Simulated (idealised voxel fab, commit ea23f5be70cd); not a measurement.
Name of the process module below: voxel trench capacitor
Square cell edge 5 nm, section width 285 nm, ID cut.
Bands, listed from the top down, are how a cross-section gets written in this document; the cross-section itself is a grid of square cells, and a band is one or more rows of them. A band entry consists of two parts. The first gives the height of the band's top and the height of its bottom, in nm. The rest lists the band's materials from left to right, each with its width in nm. A single material labelled with the word "all across" fills the band from edge to edge, and the word "empty" marks empty space. Height reference: 0 = level under which incoming wafer is all one material. Lowest band: no bottom, runs on downward, e.g. "0 and below". Width: "30..40" (first number = top row, second number = bottom row, same change from row to row of cells). Take "nothing was modified" at face value: in the step it is given for, the cross-section changed in none of its cells. "Trapped void list" contains a list of empty spaces, each no smaller than 8 cells and without an open way to the top, written in the form width x height at distance with the distance from the left edge and all three in nm. Heads up: the bit after the settings on a step's line is the simulator's remark on that step. Each step line may optionally specify "overlay nm", which for a step with a mask gives the rightward distance between the mask's planned place and where it lay, a negative value indicating the leftward direction.

[The following list gives the planned process steps]
step 1: RECEIVE | material Si
step 2: CONFORMAL_DEP | material SiN | thk nm 10
step 3: MASKED_ETCH | tone open | mask id TRENCH | width nm 15 | pitch nm 35 | etch materials SiN | depth nm 10 | overlay nm 0
step 4: MASKED_ETCH | tone open | mask id TRENCH | width nm 15 | pitch nm 35 | etch materials Si | depth nm 25 | overlay nm 0
step 5: CONFORMAL_DEP | material Al2O3 | thk nm 5
step 6: FILL_DEP | material polySi | thk nm 10
step 7: CMP | height nm 10

[Delivered wafer in cross-section: state after step 1]
> 0 and below: Si all across
> Trapped void list: none

[Final wafer profile in cross-section after the module, from the same start and plan as above, with one mistake made during processing]
> 10 down to 0: SiN 115 nm, Al2O3 5 nm, polySi 5 nm, Al2O3 5 nm, SiN 20 nm, Al2O3 5 nm, polySi 5 nm, Al2O3 5 nm, SiN 120 nm
> 0 down to -15: Si 115 nm, Al2O3 5 nm, polySi 5 nm, Al2O3 5 nm, Si 20 nm, Al2O3 5 nm, polySi 5 nm, Al2O3 5 nm, Si 120 nm
> -15 down to -20: Si 115 nm, Al2O3 15 nm, Si 20 nm, Al2O3 15 nm, Si 120 nm
> -20 and below: Si all across
> Trapped void list: none
Which mistake was made when the wafer was run? the process deviated at step 4: the operation and settings actually run there were MASKED_ETCH | tone open | mask id TRENCH | width nm 15 | pitch nm 35 | etch materials Si | depth nm 20 | overlay nm 0
